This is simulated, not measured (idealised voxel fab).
process module | voxel released beams
cross-section cut | 295 nm wide | cells 5 nm
A cross-section is a grid of square cells, given in bands from the top down. A band is one or more rows of cells.
Each band's line starts with the height of the band's top and of its bottom, in nm. Then come its materials from left to right, each with its width in nm. One material with "throughout" fills the band from edge to edge. "air" is empty space.
Height 0 is the level under which the wafer as received is all one material. The lowest band goes on downwards, as in "0 down".
A width such as "30 to 40" changes by the same amount from each row of cells to the next, from the band's top row to its bottom row.
"no change" after a step means that no cell of the cross-section changed.
closed voids: empty space of 8 cells or more with no open way to the top, each as width x height at its distance from the left edge, in nm
after a step's settings: what the simulator itself notes on the step
overlay nm, on a step with a mask: how far to the right of its planned place the mask lay; to the left if negative
plan
1 op RECEIVE | material Si
2 op CONFORMAL_DEP | material SiN | thk nm 5
3 op DIRECTIONAL_DEP | material SiO2 | thk nm 10
4 op MASKED_ETCH | tone open | mask id ANCHOR | width nm 45 | etch materials SiO2 | depth nm 10 | overlay nm 0
5 op CONFORMAL_DEP | material TiN | thk nm 15
6 op PATTERN | tone cover | mask id BEAM | material resist | width nm 105 | thk nm 15 | overlay nm 0
7 op DIRECTIONAL_ETCH | etch materials TiN | depth nm 15
8 op STRIP | etch materials resist
9 op STRIP | etch materials SiO2
as received, after step 1
  0 down: Si throughout
  closed voids: none
a wafer at the end: this start, this plan, one mistake
  30 to 20: air 85 | TiN 25 | air 15 | TiN 65 | air 105
  20 to 15: air 85 | TiN 105 | air 105
  15 to 5: air 95 | TiN 45 | air 155
  5 to 0: SiN throughout
  0 down: Si throughout
  closed voids: none
what went wrong: step 6 ran as: op PATTERN | tone cover | mask id BEAM | material resist | width nm 105 | thk nm 15 | overlay nm -5
